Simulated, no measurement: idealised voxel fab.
Name of the process module below: voxel capacitor over wiring
The cross-section shown here is cut; it is 280 nm wide and divided into square cells measuring 5 nm on a side.
Cross-section format: a grid of square cells, given as bands from top to bottom; each band is one or more rows of cells. The band entry comprises the height of the band's top followed by the height of its bottom, expressed in nm, and subsequently the band's materials from left to right, each stated together with its width in nm. Where a single material is marked with the word "all across", that material fills the band from edge to edge. The word "air" represents empty space. Heights are expressed relative to 0, this being the level below which the as-received wafer comprises one material exclusively. The lowest band is unbounded in the downward direction and is denoted as in "z 0 and below". A two-number width, for instance "30->40", indicates that the width is equal to the first number in the top row of the band and to the second number in the bottom row, and that it changes by a constant amount per row of cells. It should be understood that the words "nothing altered", when stated for a given step, signify that the cross-section underwent no change in any of its cells during that step. What "Entrapped voids" gives you is every empty space of 8 cells or more that is cut off from the top. Each appears as width x height at distance, with the distance taken from the left edge and width, height and distance all in nm. Text after the settings on a step's line: the simulator's own remark on that step. "overlay nm", when on a step's line for a step with a mask, measures how far to the right of its planned place the mask lay; a negative measure means to the left.

The planned process steps are enumerated hereunder
1: RECEIVE,material Si
2: CONFORMAL_DEP,material SiO2,thk nm 10
3: DIRECTIONAL_DEP,material TiN,thk nm 5
4: DIRECTIONAL_DEP,material Ru,thk nm 15
5: PATTERN,tone cover,mask id METAL_1,material resist,width nm 25,pitch nm 80,thk nm 20,overlay nm 0
6: DIRECTIONAL_ETCH,etch materials Ru,depth nm 15
7: DIRECTIONAL_ETCH,etch materials TiN,depth nm 5
8: STRIP,etch materials resist
9: CONFORMAL_DEP,material SiN,thk nm 5
10: FILL_DEP,material SiO2,thk nm 10
11: CMP,height nm 30
12: CONFORMAL_DEP,material SiCN,thk nm 5
13: DIRECTIONAL_DEP,material lowk,thk nm 10
14: DIRECTIONAL_DEP,material aC,thk nm 15
15: PATTERN,tone open,mask id PLUG_1,material resist,width nm 15,thk nm 35,overlay nm 0
16: DIRECTIONAL_ETCH,etch materials aC,depth nm 15
17: STRIP,etch materials resist
18: DIRECTIONAL_ETCH,etch materials lowk,depth nm 10
19: DIRECTIONAL_ETCH,etch materials SiCN,depth nm 5
20: STRIP,etch materials aC
21: CONFORMAL_DEP,material TiN,thk nm 5
22: FILL_DEP,material W,thk nm 10
23: CMP,height nm 45
24: DIRECTIONAL_DEP,material TiN,thk nm 10
25: DIRECTIONAL_DEP,material Al2O3,thk nm 5
26: DIRECTIONAL_DEP,material TiN,thk nm 10
27: PATTERN,tone cover,mask id UPPER_PLATE,material resist,width nm 60,thk nm 15,overlay nm 0
28: DIRECTIONAL_ETCH,etch materials TiN,depth nm 10
29: DIRECTIONAL_ETCH,etch materials Al2O3,depth nm 5
30: STRIP,etch materials resist
31: MASKED_ETCH,tone cover,mask id LOWER_PLATE,width nm 70,etch materials TiN,depth nm 10,overlay nm 0
32: FILL_DEP,material SiO2,thk nm 20
33: CMP,height nm 85
34: PATTERN,tone open,mask id PLUG_2,material resist,width nm 15,thk nm 15,overlay nm 0
35: DIRECTIONAL_ETCH,etch materials SiO2,depth nm 15
36: STRIP,etch materials resist
37: CONFORMAL_DEP,material TiN,thk nm 5
38: FILL_DEP,material Ru,thk nm 10
39: CMP,height nm 85
40: CONFORMAL_DEP,material SiCN,thk nm 5

The first of a set of two wafers, run to plan

Cross-section: wafer on arrival = after step 1
  z 0 and below  Si all across
  Entrapped voids: none

You're looking at a cross-section of the wafer after step 2
  z 10 to 0  SiO2 all across
  Below a height of 0, the structure has not been altered.

You're looking at a cross-section of the wafer after step 3
  z 15 to 10  TiN all across
  Below a height of 10, the structure has not been altered.

You're looking at a cross-section of the wafer after step 4
  z 30 to 15  Ru all across
  Below a height of 15, the structure has not been altered.

You're looking at a cross-section of the wafer after step 5
  z 50 to 30  air: 85, resist: 25, air: 55, resist: 25, air: 90
  Below a height of 30, the structure has not been altered.

You're looking at a cross-section of the wafer after step 6
  z 50 to 30  air: 85, resist: 25, air: 55, resist: 25, air: 90
  z 30 to 15  air: 85, Ru: 25, air: 55, Ru: 25, air: 90
  Below a height of 15, the structure has not been altered.

You're looking at a cross-section of the wafer after step 7
  z 50 to 30  air: 85, resist: 25, air: 55, resist: 25, air: 90
  z 30 to 15  air: 85, Ru: 25, air: 55, Ru: 25, air: 90
  z 15 to 10  air: 85, TiN: 25, air: 55, TiN: 25, air: 90
  Below a height of 10, the structure has not been altered.

You're looking at a cross-section of the wafer after step 8
  z 30 to 15  air: 85, Ru: 25, air: 55, Ru: 25, air: 90
  Below a height of 15, the structure has not been altered.

You're looking at a cross-section of the wafer after step 9
  z 35 to 30  air: 80, SiN: 35, air: 45, SiN: 35, air: 85
  z 30 to 15  air: 80, SiN: 5, Ru: 25, SiN: 5, air: 45, SiN: 5, Ru: 25, SiN: 5, air: 85
  z 15 to 10  SiN: 85, TiN: 25, SiN: 55, TiN: 25, SiN: 90
  Below a height of 10, the structure has not been altered.

You're looking at a cross-section of the wafer after step 10
  z 45 to 35  SiO2 all across
  z 35 to 30  SiO2: 80, SiN: 35, SiO2: 45, SiN: 35, SiO2: 85
  z 30 to 15  SiO2: 80, SiN: 5, Ru: 25, SiN: 5, SiO2: 45, SiN: 5, Ru: 25, SiN: 5, SiO2: 85
  Below a height of 15, the structure has not been altered.

You're looking at a cross-section of the wafer after step 11
  z 30 to 15  SiO2: 80, SiN: 5, Ru: 25, SiN: 5, SiO2: 45, SiN: 5, Ru: 25, SiN: 5, SiO2: 85
  Below a height of 15, the structure has not been altered.

You're looking at a cross-section of the wafer after step 12
  z 35 to 30  SiCN all across
  Below a height of 30, the structure has not been altered.

You're looking at a cross-section of the wafer after step 13
  z 45 to 35  lowk all across
  Below a height of 35, the structure has not been altered.

You're looking at a cross-section of the wafer after step 14
  z 60 to 45  aC all across
  Below a height of 45, the structure has not been altered.

You're looking at a cross-section of the wafer after step 15
  z 95 to 60  resist: 95, air: 15, resist: 170
  Below a height of 60, the structure has not been altered.

You're looking at a cross-section of the wafer after step 16
  z 80 to 60  resist: 95, air: 15, resist: 170
  z 60 to 45  aC: 95, air: 15, aC: 170
  Below a height of 45, the structure has not been altered.

You're looking at a cross-section of the wafer after step 17
  z 60 to 45  aC: 95, air: 15, aC: 170
  Below a height of 45, the structure has not been altered.

You're looking at a cross-section of the wafer after step 18
  z 60 to 45  aC: 95, air: 15, aC: 170
  z 45 to 35  lowk: 95, air: 15, lowk: 170
  Below a height of 35, the structure has not been altered.

You're looking at a cross-section of the wafer after step 19
  z 60 to 45  aC: 95, air: 15, aC: 170
  z 45 to 35  lowk: 95, air: 15, lowk: 170
  z 35 to 30  SiCN: 95, air: 15, SiCN: 170
  Below a height of 30, the structure has not been altered.

You're looking at a cross-section of the wafer after step 20
  z 45 to 35  lowk: 95, air: 15, lowk: 170
  Below a height of 35, the structure has not been altered.

You're looking at a cross-section of the wafer after step 21
  z 50 to 45  TiN: 100, air: 5, TiN: 175
  z 45 to 35  lowk: 95, TiN: 5, air: 5, TiN: 5, lowk: 170
  z 35 to 30  SiCN: 95, TiN: 15, SiCN: 170
  Below a height of 30, the structure has not been altered.

You're looking at a cross-section of the wafer after step 22
  z 60 to 50  W all across
  z 50 to 45  TiN: 100, W: 5, TiN: 175
  z 45 to 35  lowk: 95, TiN: 5, W: 5, TiN: 5, lowk: 170
  Below a height of 35, the structure has not been altered.

You're looking at a cross-section of the wafer after step 23
  z 45 to 35  lowk: 95, TiN: 5, W: 5, TiN: 5, lowk: 170
  Below a height of 35, the structure has not been altered.

You're looking at a cross-section of the wafer after step 24
  z 55 to 45  TiN all across
  Below a height of 45, the structure has not been altered.

You're looking at a cross-section of the wafer after step 25
  z 60 to 55  Al2O3 all across
  Below a height of 55, the structure has not been altered.

You're looking at a cross-section of the wafer after step 26
  z 70 to 60  TiN all across
  Below a height of 60, the structure has not been altered.

You're looking at a cross-section of the wafer after step 27
  z 85 to 70  air: 95, resist: 60, air: 125
  Below a height of 70, the structure has not been altered.

You're looking at a cross-section of the wafer after step 28
  z 85 to 70  air: 95, resist: 60, air: 125
  z 70 to 60  air: 95, TiN: 60, air: 125
  Below a height of 60, the structure has not been altered.

You're looking at a cross-section of the wafer after step 29
  z 85 to 70  air: 95, resist: 60, air: 125
  z 70 to 60  air: 95, TiN: 60, air: 125
  z 60 to 55  air: 95, Al2O3: 60, air: 125
  Below a height of 55, the structure has not been altered.

You're looking at a cross-section of the wafer after step 30
  z 70 to 60  air: 95, TiN: 60, air: 125
  Below a height of 60, the structure has not been altered.

You're looking at a cross-section of the wafer after step 31
  z 70 to 60  air: 95, TiN: 60, air: 125
  z 60 to 55  air: 95, Al2O3: 60, air: 125
  z 55 to 45  air: 90, TiN: 70, air: 120
  Below a height of 45, the structure has not been altered.

You're looking at a cross-section of the wafer after step 32
  z 90 to 70  SiO2 all across
  z 70 to 60  SiO2: 95, TiN: 60, SiO2: 125
  z 60 to 55  SiO2: 95, Al2O3: 60, SiO2: 125
  z 55 to 45  SiO2: 90, TiN: 70, SiO2: 120
  Below a height of 45, the structure has not been altered.

You're looking at a cross-section of the wafer after step 33
  z 85 to 70  SiO2 all across
  Below a height of 70, the structure has not been altered.

You're looking at a cross-section of the wafer after step 34
  z 100 to 85  resist: 105, air: 15, resist: 160
  Below a height of 85, the structure has not been altered.

You're looking at a cross-section of the wafer after step 35
  z 100 to 85  resist: 105, air: 15, resist: 160
  z 85 to 70  SiO2: 105, air: 15, SiO2: 160
  Below a height of 70, the structure has not been altered.

You're looking at a cross-section of the wafer after step 36
  z 85 to 70  SiO2: 105, air: 15, SiO2: 160
  Below a height of 70, the structure has not been altered.

You're looking at a cross-section of the wafer after step 37
  z 90 to 85  TiN: 110, air: 5, TiN: 165
  z 85 to 75  SiO2: 105, TiN: 5, air: 5, TiN: 5, SiO2: 160
  z 75 to 70  SiO2: 105, TiN: 15, SiO2: 160
  Below a height of 70, the structure has not been altered.

You're looking at a cross-section of the wafer after step 38
  z 100 to 90  Ru all across
  z 90 to 85  TiN: 110, Ru: 5, TiN: 165
  z 85 to 75  SiO2: 105, TiN: 5, Ru: 5, TiN: 5, SiO2: 160
  Below a height of 75, the structure has not been altered.

You're looking at a cross-section of the wafer after step 39
  z 85 to 75  SiO2: 105, TiN: 5, Ru: 5, TiN: 5, SiO2: 160
  Below a height of 75, the structure has not been altered.

You're looking at a cross-section of the wafer after step 40
  z 90 to 85  SiCN all across
  Below a height of 85, the structure has not been altered.

The second wafer was prepared from the same starting point and under the same plan as the first; its processing contained one mistake, and it remains indistinguishable from the first wafer up to and including step 3

Second wafer, cut view, end of step 4 per plan
  z 20 to 15  Ru all across
  Below a height of 15, the structure has not been altered.

Second wafer, cut view, end of step 5 per plan
  z 40 to 20  air: 85, resist: 25, air: 55, resist: 25, air: 90
  Below a height of 20, the structure has not been altered.

Second wafer, cut view, end of step 6 per plan
  z 40 to 20  air: 85, resist: 25, air: 55, resist: 25, air: 90
  z 20 to 15  air: 85, Ru: 25, air: 55, Ru: 25, air: 90
  Below a height of 15, the structure has not been altered.

Second wafer, cut view, end of step 7 per plan
  z 40 to 20  air: 85, resist: 25, air: 55, resist: 25, air: 90
  z 20 to 15  air: 85, Ru: 25, air: 55, Ru: 25, air: 90
  z 15 to 10  air: 85, TiN: 25, air: 55, TiN: 25, air: 90
  Below a height of 10, the structure has not been altered.

Second wafer, cut view, end of step 8 per plan
  z 20 to 15  air: 85, Ru: 25, air: 55, Ru: 25, air: 90
  Below a height of 15, the structure has not been altered.

Second wafer, cut view, end of step 9 per plan
  z 25 to 20  air: 80, SiN: 35, air: 45, SiN: 35, air: 85
  z 20 to 15  air: 80, SiN: 5, Ru: 25, SiN: 5, air: 45, SiN: 5, Ru: 25, SiN: 5, air: 85
  z 15 to 10  SiN: 85, TiN: 25, SiN: 55, TiN: 25, SiN: 90
  Below a height of 10, the structure has not been altered.

Second wafer, cut view, end of step 10 per plan
  z 35 to 25  SiO2 all across
  z 25 to 20  SiO2: 80, SiN: 35, SiO2: 45, SiN: 35, SiO2: 85
  z 20 to 15  SiO2: 80, SiN: 5, Ru: 25, SiN: 5, SiO2: 45, SiN: 5, Ru: 25, SiN: 5, SiO2: 85
  Below a height of 15, the structure has not been altered.

Second wafer, cut view, end of step 11 per plan
  z 30 to 25  SiO2 all across
  Below a height of 25, the structure has not been altered.

Second wafer, cut view, end of step 12 per plan
  z 35 to 30  SiCN all across
  Below a height of 30, the structure has not been altered.

Second wafer, cut view, end of step 13 per plan
  z 45 to 35  lowk all across
  Below a height of 35, the structure has not been altered.

Second wafer, cut view, end of step 14 per plan
  z 60 to 45  aC all across
  Below a height of 45, the structure has not been altered.

Second wafer, cut view, end of step 15 per plan
  z 95 to 60  resist: 95, air: 15, resist: 170
  Below a height of 60, the structure has not been altered.

Second wafer, cut view, end of step 16 per plan
  z 80 to 60  resist: 95, air: 15, resist: 170
  z 60 to 45  aC: 95, air: 15, aC: 170
  Below a height of 45, the structure has not been altered.

Second wafer, cut view, end of step 17 per plan
  z 60 to 45  aC: 95, air: 15, aC: 170
  Below a height of 45, the structure has not been altered.

Second wafer, cut view, end of step 18 per plan
  z 60 to 45  aC: 95, air: 15, aC: 170
  z 45 to 35  lowk: 95, air: 15, lowk: 170
  Below a height of 35, the structure has not been altered.

Second wafer, cut view, end of step 19 per plan
  z 60 to 45  aC: 95, air: 15, aC: 170
  z 45 to 35  lowk: 95, air: 15, lowk: 170
  z 35 to 30  SiCN: 95, air: 15, SiCN: 170
  Below a height of 30, the structure has not been altered.

Second wafer, cut view, end of step 20 per plan
  z 45 to 35  lowk: 95, air: 15, lowk: 170
  Below a height of 35, the structure has not been altered.

Second wafer, cut view, end of step 21 per plan
  z 50 to 45  TiN: 100, air: 5, TiN: 175
  z 45 to 35  lowk: 95, TiN: 5, air: 5, TiN: 5, lowk: 170
  z 35 to 30  SiCN: 95, TiN: 15, SiCN: 170
  Below a height of 30, the structure has not been altered.

Second wafer, cut view, end of step 22 per plan
  z 60 to 50  W all across
  z 50 to 45  TiN: 100, W: 5, TiN: 175
  z 45 to 35  lowk: 95, TiN: 5, W: 5, TiN: 5, lowk: 170
  Below a height of 35, the structure has not been altered.

Second wafer, cut view, end of step 23 per plan
  z 45 to 35  lowk: 95, TiN: 5, W: 5, TiN: 5, lowk: 170
  Below a height of 35, the structure has not been altered.

Second wafer, cut view, end of step 24 per plan
  z 55 to 45  TiN all across
  Below a height of 45, the structure has not been altered.

Second wafer, cut view, end of step 25 per plan
  z 60 to 55  Al2O3 all across
  Below a height of 55, the structure has not been altered.

Second wafer, cut view, end of step 26 per plan
  z 70 to 60  TiN all across
  Below a height of 60, the structure has not been altered.

Second wafer, cut view, end of step 27 per plan
  z 85 to 70  air: 95, resist: 60, air: 125
  Below a height of 70, the structure has not been altered.

Second wafer, cut view, end of step 28 per plan
  z 85 to 70  air: 95, resist: 60, air: 125
  z 70 to 60  air: 95, TiN: 60, air: 125
  Below a height of 60, the structure has not been altered.

Second wafer, cut view, end of step 29 per plan
  z 85 to 70  air: 95, resist: 60, air: 125
  z 70 to 60  air: 95, TiN: 60, air: 125
  z 60 to 55  air: 95, Al2O3: 60, air: 125
  Below a height of 55, the structure has not been altered.

Second wafer, cut view, end of step 30 per plan
  z 70 to 60  air: 95, TiN: 60, air: 125
  Below a height of 60, the structure has not been altered.

Second wafer, cut view, end of step 31 per plan
  z 70 to 60  air: 95, TiN: 60, air: 125
  z 60 to 55  air: 95, Al2O3: 60, air: 125
  z 55 to 45  air: 90, TiN: 70, air: 120
  Below a height of 45, the structure has not been altered.

Second wafer, cut view, end of step 32 per plan
  z 90 to 70  SiO2 all across
  z 70 to 60  SiO2: 95, TiN: 60, SiO2: 125
  z 60 to 55  SiO2: 95, Al2O3: 60, SiO2: 125
  z 55 to 45  SiO2: 90, TiN: 70, SiO2: 120
  Below a height of 45, the structure has not been altered.

Second wafer, cut view, end of step 33 per plan
  z 85 to 70  SiO2 all across
  Below a height of 70, the structure has not been altered.

Second wafer, cut view, end of step 34 per plan
  z 100 to 85  resist: 105, air: 15, resist: 160
  Below a height of 85, the structure has not been altered.

Second wafer, cut view, end of step 35 per plan
  z 100 to 85  resist: 105, air: 15, resist: 160
  z 85 to 70  SiO2: 105, air: 15, SiO2: 160
  Below a height of 70, the structure has not been altered.

Second wafer, cut view, end of step 36 per plan
  z 85 to 70  SiO2: 105, air: 15, SiO2: 160
  Below a height of 70, the structure has not been altered.

Second wafer, cut view, end of step 37 per plan
  z 90 to 85  TiN: 110, air: 5, TiN: 165
  z 85 to 75  SiO2: 105, TiN: 5, air: 5, TiN: 5, SiO2: 160
  z 75 to 70  SiO2: 105, TiN: 15, SiO2: 160
  Below a height of 70, the structure has not been altered.

Second wafer, cut view, end of step 38 per plan
  z 100 to 90  Ru all across
  z 90 to 85  TiN: 110, Ru: 5, TiN: 165
  z 85 to 75  SiO2: 105, TiN: 5, Ru: 5, TiN: 5, SiO2: 160
  Below a height of 75, the structure has not been altered.

Second wafer, cut view, end of step 39 per plan
  z 85 to 75  SiO2: 105, TiN: 5, Ru: 5, TiN: 5, SiO2: 160
  Below a height of 75, the structure has not been altered.

Second wafer, cut view, end of step 40 per plan
  z 90 to 85  SiCN all across
  Below a height of 85, the structure has not been altered.
Which mistake was made when the wafer was run? step 4, actual vs plan mismatch, actual run DIRECTIONAL_DEP,material Ru,thk nm 5
Counted in cells at the end, the second wafer holds more or fewer of these materials than the first: 20 fewer of Ru | 6 more of SiN | 14 more of SiO2
